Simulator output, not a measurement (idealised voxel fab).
Herein follows the process module entitled voxel ribs on slabs.
The cross-section on display is named cut; it measures 245 nm wide, and its cells are 5 nm squares.
A cross-section in this document is a grid of square cells, and it is written down as bands, the top band listed before the ones below it; a band is made up of one or more rows of cells.
Per band: top height and bottom height in nm, followed by the left-to-right materials and their widths in nm; "edge to edge" marks a single material spanning edge to edge, "empty" marks empty space.
Heads up on the height convention: 0 is the point under which the incoming wafer is all one material, and the lowest band has no bottom, it just keeps going down, like "from 0 down".
With a width like "30..40", each row of cells in the band differs from the next by the same amount, the top row carrying the first number and the bottom row the second.
Where a step carries "all unchanged", the cross-section came out of it unchanged, cell for cell.
Heads up: "Closed-off voids" only lists the empty pockets with no open path to the top that are 8 cells or more, and it writes them as width x height at distance, distance from the left edge, in nm.
That trailing text on a step's line, after the settings, is the simulator's own remark on the step.
A step's line can hold "overlay nm"; with a mask on that step, the setting says how far right of the planned place the mask lay, while a negative setting says it lay to the left.

[plan]
step 1: RECEIVE | material Si
step 2: DIRECTIONAL_DEP | material SiO2 | thk nm 20
step 3: DIRECTIONAL_DEP | material polySi | thk nm 25
step 4: MASKED_ETCH | tone cover | mask id RIB | width nm 30 | etch materials polySi | depth nm 5 | overlay nm 0
step 5: DIRECTIONAL_DEP | material aC | thk nm 15
step 6: PATTERN | tone cover | mask id SLAB | material resist | width nm 70 | thk nm 30 | overlay nm 0
step 7: DIRECTIONAL_ETCH | etch materials aC | depth nm 15
step 8: STRIP | etch materials resist
step 9: DIRECTIONAL_ETCH | etch materials polySi | depth nm 20
step 10: STRIP | etch materials aC
step 11: FILL_DEP | material SiO2 | thk nm 25
step 12: CMP | height nm 65
step 13: DIRECTIONAL_DEP | material W | thk nm 10
step 14: PATTERN | tone cover | mask id HEATER | material resist | width nm 40 | thk nm 15 | overlay nm 0
step 15: DIRECTIONAL_ETCH | etch materials W | depth nm 10
step 16: STRIP | etch materials resist
step 17: CONFORMAL_DEP | material SiO2 | thk nm 10

[Run as planned: first of two wafers]

[as received, after step 1]
  from 0 down = Si edge to edge
  Closed-off voids: none

[After step 2: wafer cross-section]
  from 20 to 0 = SiO2 edge to edge
  For the remainder of the cross-section, below 0, there is no change.

[After step 3: wafer cross-section]
  from 45 to 20 = polySi edge to edge
  For the remainder of the cross-section, below 20, there is no change.

[After step 4: wafer cross-section]
  from 45 to 40 = empty (105) / polySi (30) / empty (110)
  For the remainder of the cross-section, below 40, there is no change.

[After step 5: wafer cross-section]
  from 60 to 55 = empty (105) / aC (30) / empty (110)
  from 55 to 45 = aC edge to edge
  from 45 to 40 = aC (105) / polySi (30) / aC (110)
  For the remainder of the cross-section, below 40, there is no change.

[After step 6: wafer cross-section]
  from 90 to 60 = empty (85) / resist (70) / empty (90)
  from 60 to 55 = empty (85) / resist (20) / aC (30) / resist (20) / empty (90)
  For the remainder of the cross-section, below 55, there is no change.

[After step 7: wafer cross-section]
  from 75 to 60 = empty (85) / resist (70) / empty (90)
  from 60 to 55 = empty (85) / resist (20) / aC (30) / resist (20) / empty (90)
  from 55 to 45 = empty (85) / aC (70) / empty (90)
  from 45 to 40 = empty (85) / aC (20) / polySi (30) / aC (20) / empty (90)
  For the remainder of the cross-section, below 40, there is no change.

[After step 8: wafer cross-section]
  from 60 to 55 = empty (105) / aC (30) / empty (110)
  For the remainder of the cross-section, below 55, there is no change.

[After step 9: wafer cross-section]
  from 60 to 55 = empty (105) / aC (30) / empty (110)
  from 55 to 45 = empty (85) / aC (70) / empty (90)
  from 45 to 40 = empty (85) / aC (20) / polySi (30) / aC (20) / empty (90)
  from 40 to 20 = empty (85) / polySi (70) / empty (90)
  For the remainder of the cross-section, below 20, there is no change.

[After step 10: wafer cross-section]
  from 45 to 40 = empty (105) / polySi (30) / empty (110)
  For the remainder of the cross-section, below 40, there is no change.

[After step 11: wafer cross-section]
  from 70 to 45 = SiO2 edge to edge
  from 45 to 40 = SiO2 (105) / polySi (30) / SiO2 (110)
  from 40 to 20 = SiO2 (85) / polySi (70) / SiO2 (90)
  For the remainder of the cross-section, below 20, there is no change.

[After step 12: wafer cross-section]
  from 65 to 45 = SiO2 edge to edge
  For the remainder of the cross-section, below 45, there is no change.

[After step 13: wafer cross-section]
  from 75 to 65 = W edge to edge
  For the remainder of the cross-section, below 65, there is no change.

[After step 14: wafer cross-section]
  from 90 to 75 = empty (100) / resist (40) / empty (105)
  For the remainder of the cross-section, below 75, there is no change.

[After step 15: wafer cross-section]
  from 90 to 75 = empty (100) / resist (40) / empty (105)
  from 75 to 65 = empty (100) / W (40) / empty (105)
  For the remainder of the cross-section, below 65, there is no change.

[After step 16: wafer cross-section]
  from 75 to 65 = empty (100) / W (40) / empty (105)
  For the remainder of the cross-section, below 65, there is no change.

[After step 17: wafer cross-section]
  from 85 to 75 = empty (90) / SiO2 (60) / empty (95)
  from 75 to 65 = SiO2 (100) / W (40) / SiO2 (105)
  For the remainder of the cross-section, below 65, there is no change.

[second wafer: like start, like plan, one mistake. Through step 3 it matches the first wafer]

[Here is the second wafer in cross-section at the point where step 4 of the plan should have been done]
  from 45 to 40 = polySi (105) / empty (30) / polySi (110)
  For the remainder of the cross-section, below 40, there is no change.

[Here is the second wafer in cross-section at the point where step 5 of the plan should have been done]
  from 60 to 55 = aC (105) / empty (30) / aC (110)
  from 55 to 45 = aC edge to edge
  from 45 to 40 = polySi (105) / aC (30) / polySi (110)
  For the remainder of the cross-section, below 40, there is no change.

[Here is the second wafer in cross-section at the point where step 6 of the plan should have been done]
  from 90 to 60 = empty (85) / resist (70) / empty (90)
  from 60 to 55 = aC (105) / resist (30) / aC (110)
  For the remainder of the cross-section, below 55, there is no change.

[Here is the second wafer in cross-section at the point where step 7 of the plan should have been done]
  from 75 to 60 = empty (85) / resist (70) / empty (90)
  from 60 to 55 = empty (85) / aC (20) / resist (30) / aC (20) / empty (90)
  from 55 to 45 = empty (85) / aC (70) / empty (90)
  For the remainder of the cross-section, below 45, there is no change.

[Here is the second wafer in cross-section at the point where step 8 of the plan should have been done]
  from 60 to 55 = empty (85) / aC (20) / empty (30) / aC (20) / empty (90)
  For the remainder of the cross-section, below 55, there is no change.

[Here is the second wafer in cross-section at the point where step 9 of the plan should have been done]
  from 60 to 55 = empty (85) / aC (20) / empty (30) / aC (20) / empty (90)
  from 55 to 45 = empty (85) / aC (70) / empty (90)
  from 45 to 40 = empty (85) / polySi (20) / aC (30) / polySi (20) / empty (90)
  from 40 to 25 = empty (85) / polySi (70) / empty (90)
  For the remainder of the cross-section, below 25, there is no change.

[Here is the second wafer in cross-section at the point where step 10 of the plan should have been done]
  from 45 to 40 = empty (85) / polySi (20) / empty (30) / polySi (20) / empty (90)
  For the remainder of the cross-section, below 40, there is no change.

[Here is the second wafer in cross-section at the point where step 11 of the plan should have been done]
  from 70 to 45 = SiO2 edge to edge
  from 45 to 40 = SiO2 (85) / polySi (20) / SiO2 (30) / polySi (20) / SiO2 (90)
  from 40 to 25 = SiO2 (85) / polySi (70) / SiO2 (90)
  For the remainder of the cross-section, below 25, there is no change.

[Here is the second wafer in cross-section at the point where step 12 of the plan should have been done]
  from 65 to 45 = SiO2 edge to edge
  For the remainder of the cross-section, below 45, there is no change.

[Here is the second wafer in cross-section at the point where step 13 of the plan should have been done]
  from 75 to 65 = W edge to edge
  For the remainder of the cross-section, below 65, there is no change.

[Here is the second wafer in cross-section at the point where step 14 of the plan should have been done]
  from 90 to 75 = empty (100) / resist (40) / empty (105)
  For the remainder of the cross-section, below 75, there is no change.

[Here is the second wafer in cross-section at the point where step 15 of the plan should have been done]
  from 90 to 75 = empty (100) / resist (40) / empty (105)
  from 75 to 65 = empty (100) / W (40) / empty (105)
  For the remainder of the cross-section, below 65, there is no change.

[Here is the second wafer in cross-section at the point where step 16 of the plan should have been done]
  from 75 to 65 = empty (100) / W (40) / empty (105)
  For the remainder of the cross-section, below 65, there is no change.

[Here is the second wafer in cross-section at the point where step 17 of the plan should have been done]
  from 85 to 75 = empty (90) / SiO2 (60) / empty (95)
  from 75 to 65 = SiO2 (100) / W (40) / SiO2 (105)
  For the remainder of the cross-section, below 65, there is no change.
Where did the run depart from the plan? off-plan run, step 4, actual operation and settings MASKED_ETCH | tone open | mask id RIB | width nm 30 | etch materials polySi | depth nm 5 | overlay nm 0
Once processing is complete, comparing cell counts shows that the second wafer has more or fewer of certain materials than the first: -37 SiO2, +37 polySi
